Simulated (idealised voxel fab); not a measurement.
process module | voxel double patterning
cross-section cut | 260 nm wide | cells 5 nm
A cross-section is a grid of square cells, given in bands from the top down. A band is one or more rows of cells.
Each band's line starts with the height of the band's top and of its bottom, in nm. Then come its materials from left to right, each with its width in nm. One material with "throughout" fills the band from edge to edge. "air" is empty space.
Height 0 is the level under which the wafer as received is all one material. The lowest band goes on downwards, as in "0 down".
A width such as "30 to 40" changes by the same amount from each row of cells to the next, from the band's top row to its bottom row.
"no change" after a step means that no cell of the cross-section changed.
closed voids: empty space of 8 cells or more with no open way to the top, each as width x height at its distance from the left edge, in nm
after a step's settings: what the simulator itself notes on the step
overlay nm, on a step with a mask: how far to the right of its planned place the mask lay; to the left if negative
plan
1 op RECEIVE | material Si
2 op CONFORMAL_DEP | material SiO2 | thk nm 10
3 op DIRECTIONAL_DEP | material TiN | thk nm 15
4 op DIRECTIONAL_DEP | material SiCN | thk nm 5
5 op MASKED_ETCH | tone open | mask id FIRST | width nm 15 | pitch nm 50 | etch materials SiCN | depth nm 5 | overlay nm 0
6 op DIRECTIONAL_DEP | material aC | thk nm 15
7 op PATTERN | tone open | mask id SECOND | material resist | width nm 15 | pitch nm 50 | thk nm 35 | overlay nm 0
8 op DIRECTIONAL_ETCH | etch materials aC | depth nm 15
9 op STRIP | etch materials resist
10 op DIRECTIONAL_ETCH | etch materials SiCN | depth nm 5
11 op STRIP | etch materials aC
12 op DIRECTIONAL_ETCH | etch materials TiN | depth nm 15
13 op STRIP | etch materials SiCN
as received, after step 1
  0 down: Si throughout
  closed voids: none
first wafer at the end, as planned
  25 to 10: TiN 70 | air 15 | TiN 10 | air 15 | TiN 10 | air 15 | TiN 10 | air 15 | TiN 10 | air 15 | TiN 75
  10 to 0: SiO2 throughout
  0 down: Si throughout
  closed voids: none
second wafer at the end: like start, like plan, one mistake
  45 to 40: SiO2 70 | air 15 | SiO2 35 | air 15 | SiO2 35 | air 15 | SiO2 75
  40 to 30: SiO2 throughout
  30 to 25: SiCN 70 | SiO2 15 | SiCN 35 | SiO2 15 | SiCN 35 | SiO2 15 | SiCN 75
  25 to 10: TiN throughout
  10 to 0: SiO2 throughout
  0 down: Si throughout
  closed voids: none
what went wrong: step 6 ran as: op DIRECTIONAL_DEP | material SiO2 | thk nm 15
at the end the second wafer has, in cells: 43 more of SiCN | 156 more of SiO2 | 45 more of TiN
